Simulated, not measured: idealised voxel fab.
The following is a process module called voxel self aligned contacts.
Shown is cross-section cut, with a width of 215 nm and square cells of size 5 nm.
When this document writes out a cross-section, it uses a grid of square cells and lists it as bands, beginning at the top and moving down, with a band standing for one or more rows of cells.
Within each band entry, the heights of the top and of the bottom of the band appear first, in that order and in nm; the materials of the band then follow from left to right, each with its corresponding width in nm. The designation "throughout" on a single material indicates that it fills the band from edge to edge; the designation "blank" indicates empty space.
A quick word on heights: they are counted from 0, and under that level the wafer as it came to us is one material throughout. The lowest band is different from the rest in having no bottom; it simply continues downward, written as in "0 down".
When a width is written as two numbers, as in "30..40", the first number is the width in the top row of cells of the band and the second is the width in its bottom row, and the width changes by the same amount from each row to the next.
The designation "no modifications", where it is given for a processing step, indicates that no cell of the cross-section was altered in the course of that step.
Look at "Sealed-off cavities" for the closed voids: empty spaces with no open path to the top, sized 8 cells or up. Each is width x height at distance, distance from the left edge, all nm.
Past the settings on a step's line: simulator remark, on that step.
Regarding "overlay nm": on a step with a mask, it is the distance the mask lay to the right of its planned place; a negative value places it to the left.

-- Here's what the planned process steps look like
1,RECEIVE,material Si
2,OXIDIZE,depth nm 5
3,DIRECTIONAL_DEP,material polySi,thk nm 20
4,DIRECTIONAL_DEP,material SiN,thk nm 15
5,DIRECTIONAL_DEP,material aC,thk nm 15
6,PATTERN,tone cover,mask id GATE,material resist,width nm 30,pitch nm 65,thk nm 30,overlay nm 0
7,DIRECTIONAL_ETCH,etch materials aC,depth nm 15
8,STRIP,etch materials resist
9,DIRECTIONAL_ETCH,etch materials SiN,depth nm 15
10,DIRECTIONAL_ETCH,etch materials polySi,depth nm 20
11,STRIP,etch materials aC
12,CONFORMAL_DEP,material SiN,thk nm 5
13,DIRECTIONAL_ETCH,etch materials SiN,depth nm 5
14,FILL_DEP,material SiO2,thk nm 15
15,CMP,height nm 45
16,DIRECTIONAL_DEP,material aC,thk nm 10
17,PATTERN,tone open,mask id CONTACT,material resist,width nm 45,pitch nm 65,thk nm 25,overlay nm 0
18,DIRECTIONAL_ETCH,etch materials aC,depth nm 10
19,STRIP,etch materials resist
20,DIRECTIONAL_ETCH,etch materials SiO2,depth nm 50
21,STRIP,etch materials aC
22,CONFORMAL_DEP,material TiN,thk nm 5
23,FILL_DEP,material W,thk nm 5
24,CMP,height nm 45
25,CONFORMAL_DEP,material SiN,thk nm 5

-- Run as planned: first of two wafers

-- As-received state of the wafer in cross-section, equivalent to post-step 1
* 0 down | Si throughout
* Sealed-off cavities: none

-- You're looking at a cross-section of the wafer after step 2
* 0 to -5 | SiO2 throughout
* Rest of section, below -5: as before.

-- You're looking at a cross-section of the wafer after step 3
* 20 to 0 | polySi throughout
* Rest of section, below 0: as before.

-- You're looking at a cross-section of the wafer after step 4
* 35 to 20 | SiN throughout
* Rest of section, below 20: as before.

-- You're looking at a cross-section of the wafer after step 5
* 50 to 35 | aC throughout
* Rest of section, below 35: as before.

-- You're looking at a cross-section of the wafer after step 6
* 80 to 50 | blank 25, resist 30, blank 35, resist 30, blank 35, resist 30, blank 30
* Rest of section, below 50: as before.

-- You're looking at a cross-section of the wafer after step 7
* 65 to 50 | blank 25, resist 30, blank 35, resist 30, blank 35, resist 30, blank 30
* 50 to 35 | blank 25, aC 30, blank 35, aC 30, blank 35, aC 30, blank 30
* Rest of section, below 35: as before.

-- You're looking at a cross-section of the wafer after step 8
* 50 to 35 | blank 25, aC 30, blank 35, aC 30, blank 35, aC 30, blank 30
* Rest of section, below 35: as before.

-- You're looking at a cross-section of the wafer after step 9
* 50 to 35 | blank 25, aC 30, blank 35, aC 30, blank 35, aC 30, blank 30
* 35 to 20 | blank 25, SiN 30, blank 35, SiN 30, blank 35, SiN 30, blank 30
* Rest of section, below 20: as before.

-- You're looking at a cross-section of the wafer after step 10
* 50 to 35 | blank 25, aC 30, blank 35, aC 30, blank 35, aC 30, blank 30
* 35 to 20 | blank 25, SiN 30, blank 35, SiN 30, blank 35, SiN 30, blank 30
* 20 to 0 | blank 25, polySi 30, blank 35, polySi 30, blank 35, polySi 30, blank 30
* Rest of section, below 0: as before.

-- You're looking at a cross-section of the wafer after step 11
* 35 to 20 | blank 25, SiN 30, blank 35, SiN 30, blank 35, SiN 30, blank 30
* Rest of section, below 20: as before.

-- You're looking at a cross-section of the wafer after step 12
* 40 to 20 | blank 20, SiN 40, blank 25, SiN 40, blank 25, SiN 40, blank 25
* 20 to 5 | blank 20, SiN 5, polySi 30, SiN 5, blank 25, SiN 5, polySi 30, SiN 5, blank 25, SiN 5, polySi 30, SiN 5, blank 25
* 5 to 0 | SiN 25, polySi 30, SiN 35, polySi 30, SiN 35, polySi 30, SiN 30
* Rest of section, below 0: as before.

-- You're looking at a cross-section of the wafer after step 13
* 35 to 20 | blank 20, SiN 40, blank 25, SiN 40, blank 25, SiN 40, blank 25
* 20 to 0 | blank 20, SiN 5, polySi 30, SiN 5, blank 25, SiN 5, polySi 30, SiN 5, blank 25, SiN 5, polySi 30, SiN 5, blank 25
* Rest of section, below 0: as before.

-- You're looking at a cross-section of the wafer after step 14
* 50 to 35 | SiO2 throughout
* 35 to 20 | SiO2 20, SiN 40, SiO2 25, SiN 40, SiO2 25, SiN 40, SiO2 25
* 20 to 0 | SiO2 20, SiN 5, polySi 30, SiN 5, SiO2 25, SiN 5, polySi 30, SiN 5, SiO2 25, SiN 5, polySi 30, SiN 5, SiO2 25
* Rest of section, below 0: as before.

-- You're looking at a cross-section of the wafer after step 15
* 45 to 35 | SiO2 throughout
* Rest of section, below 35: as before.

-- You're looking at a cross-section of the wafer after step 16
* 55 to 45 | aC throughout
* Rest of section, below 45: as before.

-- You're looking at a cross-section of the wafer after step 17
* 80 to 55 | resist 50, blank 45, resist 20, blank 45, resist 55
* Rest of section, below 55: as before.

-- You're looking at a cross-section of the wafer after step 18
* 70 to 55 | resist 50, blank 45, resist 20, blank 45, resist 55
* 55 to 45 | aC 50, blank 45, aC 20, blank 45, aC 55
* Rest of section, below 45: as before.

-- You're looking at a cross-section of the wafer after step 19
* 55 to 45 | aC 50, blank 45, aC 20, blank 45, aC 55
* Rest of section, below 45: as before.

-- You're looking at a cross-section of the wafer after step 20
* 55 to 45 | aC 50, blank 45, aC 20, blank 45, aC 55
* 45 to 35 | SiO2 50, blank 45, SiO2 20, blank 45, SiO2 55
* 35 to 20 | SiO2 20, SiN 40, blank 25, SiN 40, blank 25, SiN 40, SiO2 25
* 20 to 0 | SiO2 20, SiN 5, polySi 30, SiN 5, blank 25, SiN 5, polySi 30, SiN 5, blank 25, SiN 5, polySi 30, SiN 5, SiO2 25
* 0 to -5 | SiO2 60, blank 25, SiO2 40, blank 25, SiO2 65
* Rest of section, below -5: as before.

-- You're looking at a cross-section of the wafer after step 21
* 45 to 35 | SiO2 50, blank 45, SiO2 20, blank 45, SiO2 55
* Rest of section, below 35: as before.

-- You're looking at a cross-section of the wafer after step 22
* 50 to 45 | TiN 55, blank 35, TiN 30, blank 35, TiN 60
* 45 to 35 | SiO2 50, TiN 5..15, blank 35..15, TiN 5..15, SiO2 20, TiN 5..15, blank 35..15, TiN 5..15, SiO2 55
* 35 to 20 | SiO2 20, SiN 40, TiN 5, blank 15, TiN 5, SiN 40, TiN 5, blank 15, TiN 5, SiN 40, SiO2 25
* 20 to 0 | SiO2 20, SiN 5, polySi 30, SiN 5, TiN 5, blank 15, TiN 5, SiN 5, polySi 30, SiN 5, TiN 5, blank 15, TiN 5, SiN 5, polySi 30, SiN 5, SiO2 25
* 0 to -5 | SiO2 60, TiN 25, SiO2 40, TiN 25, SiO2 65
* Rest of section, below -5: as before.

-- You're looking at a cross-section of the wafer after step 23
* 55 to 50 | W throughout
* 50 to 45 | TiN 55, W 35, TiN 30, W 35, TiN 60
* 45 to 35 | SiO2 50, TiN 5..15, W 35..15, TiN 5..15, SiO2 20, TiN 5..15, W 35..15, TiN 5..15, SiO2 55
* 35 to 20 | SiO2 20, SiN 40, TiN 5, W 15, TiN 5, SiN 40, TiN 5, W 15, TiN 5, SiN 40, SiO2 25
* 20 to 0 | SiO2 20, SiN 5, polySi 30, SiN 5, TiN 5, W 15, TiN 5, SiN 5, polySi 30, SiN 5, TiN 5, W 15, TiN 5, SiN 5, polySi 30, SiN 5, SiO2 25
* Rest of section, below 0: as before.

-- You're looking at a cross-section of the wafer after step 24
* 45 to 35 | SiO2 50, TiN 5..15, W 35..15, TiN 5..15, SiO2 20, TiN 5..15, W 35..15, TiN 5..15, SiO2 55
* Rest of section, below 35: as before.

-- You're looking at a cross-section of the wafer after step 25
* 50 to 45 | SiN throughout
* Rest of section, below 45: as before.

-- Second wafer: same start and same plan as the first, one execution error; identical to the first through step 5

-- What the second wafer looks like in cross-section when step 6 should have wrapped up
* 80 to 50 | blank 20, resist 30, blank 35, resist 30, blank 35, resist 30, blank 35
* Rest of section, below 50: as before.

-- What the second wafer looks like in cross-section when step 7 should have wrapped up
* 65 to 50 | blank 20, resist 30, blank 35, resist 30, blank 35, resist 30, blank 35
* 50 to 35 | blank 20, aC 30, blank 35, aC 30, blank 35, aC 30, blank 35
* Rest of section, below 35: as before.

-- What the second wafer looks like in cross-section when step 8 should have wrapped up
* 50 to 35 | blank 20, aC 30, blank 35, aC 30, blank 35, aC 30, blank 35
* Rest of section, below 35: as before.

-- What the second wafer looks like in cross-section when step 9 should have wrapped up
* 50 to 35 | blank 20, aC 30, blank 35, aC 30, blank 35, aC 30, blank 35
* 35 to 20 | blank 20, SiN 30, blank 35, SiN 30, blank 35, SiN 30, blank 35
* Rest of section, below 20: as before.

-- What the second wafer looks like in cross-section when step 10 should have wrapped up
* 50 to 35 | blank 20, aC 30, blank 35, aC 30, blank 35, aC 30, blank 35
* 35 to 20 | blank 20, SiN 30, blank 35, SiN 30, blank 35, SiN 30, blank 35
* 20 to 0 | blank 20, polySi 30, blank 35, polySi 30, blank 35, polySi 30, blank 35
* Rest of section, below 0: as before.

-- What the second wafer looks like in cross-section when step 11 should have wrapped up
* 35 to 20 | blank 20, SiN 30, blank 35, SiN 30, blank 35, SiN 30, blank 35
* Rest of section, below 20: as before.

-- What the second wafer looks like in cross-section when step 12 should have wrapped up
* 40 to 20 | blank 15, SiN 40, blank 25, SiN 40, blank 25, SiN 40, blank 30
* 20 to 5 | blank 15, SiN 5, polySi 30, SiN 5, blank 25, SiN 5, polySi 30, SiN 5, blank 25, SiN 5, polySi 30, SiN 5, blank 30
* 5 to 0 | SiN 20, polySi 30, SiN 35, polySi 30, SiN 35, polySi 30, SiN 35
* Rest of section, below 0: as before.

-- What the second wafer looks like in cross-section when step 13 should have wrapped up
* 35 to 20 | blank 15, SiN 40, blank 25, SiN 40, blank 25, SiN 40, blank 30
* 20 to 0 | blank 15, SiN 5, polySi 30, SiN 5, blank 25, SiN 5, polySi 30, SiN 5, blank 25, SiN 5, polySi 30, SiN 5, blank 30
* Rest of section, below 0: as before.

-- What the second wafer looks like in cross-section when step 14 should have wrapped up
* 50 to 35 | SiO2 throughout
* 35 to 20 | SiO2 15, SiN 40, SiO2 25, SiN 40, SiO2 25, SiN 40, SiO2 30
* 20 to 0 | SiO2 15, SiN 5, polySi 30, SiN 5, SiO2 25, SiN 5, polySi 30, SiN 5, SiO2 25, SiN 5, polySi 30, SiN 5, SiO2 30
* Rest of section, below 0: as before.

-- What the second wafer looks like in cross-section when step 15 should have wrapped up
* 45 to 35 | SiO2 throughout
* Rest of section, below 35: as before.

-- What the second wafer looks like in cross-section when step 16 should have wrapped up
* 55 to 45 | aC throughout
* Rest of section, below 45: as before.

-- What the second wafer looks like in cross-section when step 17 should have wrapped up
* 80 to 55 | resist 50, blank 45, resist 20, blank 45, resist 55
* Rest of section, below 55: as before.

-- What the second wafer looks like in cross-section when step 18 should have wrapped up
* 70 to 55 | resist 50, blank 45, resist 20, blank 45, resist 55
* 55 to 45 | aC 50, blank 45, aC 20, blank 45, aC 55
* Rest of section, below 45: as before.

-- What the second wafer looks like in cross-section when step 19 should have wrapped up
* 55 to 45 | aC 50, blank 45, aC 20, blank 45, aC 55
* Rest of section, below 45: as before.

-- What the second wafer looks like in cross-section when step 20 should have wrapped up
* 55 to 45 | aC 50, blank 45, aC 20, blank 45, aC 55
* 45 to 35 | SiO2 50, blank 45, SiO2 20, blank 45, SiO2 55
* 35 to 20 | SiO2 15, SiN 40, blank 25, SiN 40, blank 25, SiN 40, SiO2 30
* 20 to 0 | SiO2 15, SiN 5, polySi 30, SiN 5, blank 25, SiN 5, polySi 30, SiN 5, blank 25, SiN 5, polySi 30, SiN 5, SiO2 30
* 0 to -5 | SiO2 55, blank 25, SiO2 40, blank 25, SiO2 70
* Rest of section, below -5: as before.

-- What the second wafer looks like in cross-section when step 21 should have wrapped up
* 45 to 35 | SiO2 50, blank 45, SiO2 20, blank 45, SiO2 55
* Rest of section, below 35: as before.

-- What the second wafer looks like in cross-section when step 22 should have wrapped up
* 50 to 45 | TiN 55, blank 35, TiN 30, blank 35, TiN 60
* 45 to 35 | SiO2 50, TiN 5..10, blank 35..15, TiN 5..20, SiO2 20, TiN 5..10, blank 35..15, TiN 5..20, SiO2 55
* 35 to 20 | SiO2 15, SiN 40, TiN 5, blank 15, TiN 5, SiN 40, TiN 5, blank 15, TiN 5, SiN 40, SiO2 30
* 20 to 0 | SiO2 15, SiN 5, polySi 30, SiN 5, TiN 5, blank 15, TiN 5, SiN 5, polySi 30, SiN 5, TiN 5, blank 15, TiN 5, SiN 5, polySi 30, SiN 5, SiO2 30
* 0 to -5 | SiO2 55, TiN 25, SiO2 40, TiN 25, SiO2 70
* Rest of section, below -5: as before.

-- What the second wafer looks like in cross-section when step 23 should have wrapped up
* 55 to 50 | W throughout
* 50 to 45 | TiN 55, W 35, TiN 30, W 35, TiN 60
* 45 to 35 | SiO2 50, TiN 5..10, W 35..15, TiN 5..20, SiO2 20, TiN 5..10, W 35..15, TiN 5..20, SiO2 55
* 35 to 20 | SiO2 15, SiN 40, TiN 5, W 15, TiN 5, SiN 40, TiN 5, W 15, TiN 5, SiN 40, SiO2 30
* 20 to 0 | SiO2 15, SiN 5, polySi 30, SiN 5, TiN 5, W 15, TiN 5, SiN 5, polySi 30, SiN 5, TiN 5, W 15, TiN 5, SiN 5, polySi 30, SiN 5, SiO2 30
* Rest of section, below 0: as before.

-- What the second wafer looks like in cross-section when step 24 should have wrapped up
* 45 to 35 | SiO2 50, TiN 5..10, W 35..15, TiN 5..20, SiO2 20, TiN 5..10, W 35..15, TiN 5..20, SiO2 55
* Rest of section, below 35: as before.

-- What the second wafer looks like in cross-section when step 25 should have wrapped up
* 50 to 45 | SiN throughout
* Rest of section, below 45: as before.
The mistake made against the process plan was this: step 6, actual vs plan mismatch, actual run PATTERN,tone cover,mask id GATE,material resist,width nm 30,pitch nm 65,thk nm 30,overlay nm -5
Cell counts per material: same on both final wafers. Positions: different.
